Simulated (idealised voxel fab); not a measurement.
process module | voxel gate over fins
cross-section cut | 180 nm wide | cells 5 nm
A cross-section is a grid of square cells, given in bands from the top down. A band is one or more rows of cells.
Each band's line starts with the height of the band's top and of its bottom, in nm. Then come its materials from left to right, each with its width in nm. One material with "throughout" fills the band from edge to edge. "air" is empty space.
Height 0 is the level under which the wafer as received is all one material. The lowest band goes on downwards, as in "0 down".
A width such as "30 to 40" changes by the same amount from each row of cells to the next, from the band's top row to its bottom row.
"no change" after a step means that no cell of the cross-section changed.
closed voids: empty space of 8 cells or more with no open way to the top, each as width x height at its distance from the left edge, in nm
after a step's settings: what the simulator itself notes on the step
overlay nm, on a step with a mask: how far to the right of its planned place the mask lay; to the left if negative
plan
1 op RECEIVE | material Si
2 op CONFORMAL_DEP | material SiN | thk nm 10
3 op MASKED_ETCH | tone cover | mask id FINS | width nm 15 | pitch nm 60 | etch materials SiN | depth nm 10 | overlay nm 0
4 op MASKED_ETCH | tone cover | mask id FINS | width nm 15 | pitch nm 60 | etch materials Si | depth nm 35 | overlay nm 0
5 op FILL_DEP | material SiO2 | thk nm 15
6 op CMP | height nm 10
7 op MASKED_ETCH | tone open | mask id RAIL | width nm 15 | etch materials SiO2 | depth nm 40 | overlay nm 0
8 op CONFORMAL_DEP | material TiN | thk nm 5
9 op FILL_DEP | material W | thk nm 10
10 op CMP | height nm 10
11 op SELECTIVE_ETCH | etch materials W Ru TiN | depth nm 25
12 op FILL_DEP | material SiO2 | thk nm 5
13 op CMP | height nm 10
14 op SELECTIVE_ETCH | etch materials SiO2 | depth nm 20
15 op STRIP | etch materials SiN
16 op CONFORMAL_DEP | material HfO2 | thk nm 5
17 op CONFORMAL_DEP | material TiN | thk nm 5
18 op FILL_DEP | material W | thk nm 10
19 op CMP | height nm 15
20 op CONFORMAL_DEP | material SiCN | thk nm 10
first wafer, as planned
as received, after step 1
  0 down: Si throughout
  closed voids: none
after step 2
  10 to 0: SiN throughout
  below 0: unchanged
after step 3
  10 to 0: air 50 | SiN 15 | air 45 | SiN 15 | air 55
  below 0: unchanged
after step 4
  10 to 0: air 50 | SiN 15 | air 45 | SiN 15 | air 55
  0 to -35: air 50 | Si 15 | air 45 | Si 15 | air 55
  below -35: unchanged
after step 5
  25 to 10: SiO2 throughout
  10 to 0: SiO2 50 | SiN 15 | SiO2 45 | SiN 15 | SiO2 55
  0 to -35: SiO2 50 | Si 15 | SiO2 45 | Si 15 | SiO2 55
  below -35: unchanged
after step 6
  10 to 0: SiO2 50 | SiN 15 | SiO2 45 | SiN 15 | SiO2 55
  below 0: unchanged
after step 7
  10 to 0: SiO2 50 | SiN 15 | SiO2 15 | air 15 | SiO2 15 | SiN 15 | SiO2 55
  0 to -30: SiO2 50 | Si 15 | SiO2 15 | air 15 | SiO2 15 | Si 15 | SiO2 55
  below -30: unchanged
after step 8
  15 to 10: TiN 85 | air 5 | TiN 90
  10 to 0: SiO2 50 | SiN 15 | SiO2 15 | TiN 5 | air 5 | TiN 5 | SiO2 15 | SiN 15 | SiO2 55
  0 to -25: SiO2 50 | Si 15 | SiO2 15 | TiN 5 | air 5 | TiN 5 | SiO2 15 | Si 15 | SiO2 55
  -25 to -30: SiO2 50 | Si 15 | SiO2 15 | TiN 15 | SiO2 15 | Si 15 | SiO2 55
  below -30: unchanged
after step 9
  25 to 15: W throughout
  15 to 10: TiN 85 | W 5 | TiN 90
  10 to 0: SiO2 50 | SiN 15 | SiO2 15 | TiN 5 | W 5 | TiN 5 | SiO2 15 | SiN 15 | SiO2 55
  0 to -25: SiO2 50 | Si 15 | SiO2 15 | TiN 5 | W 5 | TiN 5 | SiO2 15 | Si 15 | SiO2 55
  below -25: unchanged
after step 10
  10 to 0: SiO2 50 | SiN 15 | SiO2 15 | TiN 5 | W 5 | TiN 5 | SiO2 15 | SiN 15 | SiO2 55
  below 0: unchanged
after step 11
  10 to 0: SiO2 50 | SiN 15 | SiO2 15 | air 15 | SiO2 15 | SiN 15 | SiO2 55
  0 to -15: SiO2 50 | Si 15 | SiO2 15 | air 15 | SiO2 15 | Si 15 | SiO2 55
  below -15: unchanged
after step 12
  15 to 10: SiO2 throughout
  10 to 0: SiO2 50 | SiN 15 | SiO2 45 | SiN 15 | SiO2 55
  0 to -15: SiO2 50 | Si 15 | SiO2 45 | Si 15 | SiO2 55
  below -15: unchanged
after step 13
  10 to 0: SiO2 50 | SiN 15 | SiO2 45 | SiN 15 | SiO2 55
  below 0: unchanged
after step 14
  10 to 0: air 50 | SiN 15 | air 45 | SiN 15 | air 55
  0 to -10: air 50 | Si 15 | air 45 | Si 15 | air 55
  below -10: unchanged
after step 15
  0 to -10: air 50 | Si 15 | air 45 | Si 15 | air 55
  below -10: unchanged
after step 16
  5 to 0: air 45 | HfO2 25 | air 35 | HfO2 25 | air 50
  0 to -5: air 45 | HfO2 5 | Si 15 | HfO2 5 | air 35 | HfO2 5 | Si 15 | HfO2 5 | air 50
  -5 to -10: HfO2 50 | Si 15 | HfO2 45 | Si 15 | HfO2 55
  below -10: unchanged
after step 17
  10 to 5: air 40 | TiN 35 | air 25 | TiN 35 | air 45
  5 to 0: air 40 | TiN 5 | HfO2 25 | TiN 5 | air 25 | TiN 5 | HfO2 25 | TiN 5 | air 45
  0 to -5: TiN 45 | HfO2 5 | Si 15 | HfO2 5 | TiN 35 | HfO2 5 | Si 15 | HfO2 5 | TiN 50
  below -5: unchanged
after step 18
  20 to 10: W throughout
  10 to 5: W 40 | TiN 35 | W 25 | TiN 35 | W 45
  5 to 0: W 40 | TiN 5 | HfO2 25 | TiN 5 | W 25 | TiN 5 | HfO2 25 | TiN 5 | W 45
  below 0: unchanged
after step 19
  15 to 10: W throughout
  below 10: unchanged
after step 20
  25 to 15: SiCN throughout
  below 15: unchanged
second wafer: like start, like plan, one mistake. Through step 15 it matches the first wafer
when step 16 should have ended: no change
when step 17 should have ended
  5 to 0: air 45 | TiN 25 | air 35 | TiN 25 | air 50
  0 to -5: air 45 | TiN 5 | Si 15 | TiN 5 | air 35 | TiN 5 | Si 15 | TiN 5 | air 50
  -5 to -10: TiN 50 | Si 15 | TiN 45 | Si 15 | TiN 55
  below -10: unchanged
when step 18 should have ended
  15 to 5: W throughout
  5 to 0: W 45 | TiN 25 | W 35 | TiN 25 | W 50
  0 to -5: W 45 | TiN 5 | Si 15 | TiN 5 | W 35 | TiN 5 | Si 15 | TiN 5 | W 50
  below -5: unchanged
when step 19 should have ended: no change
when step 20 should have ended
  25 to 15: SiCN throughout
  below 15: unchanged
what went wrong: step 16 was left out
at the end the second wafer has, in cells: 44 fewer of HfO2 | 44 more of W
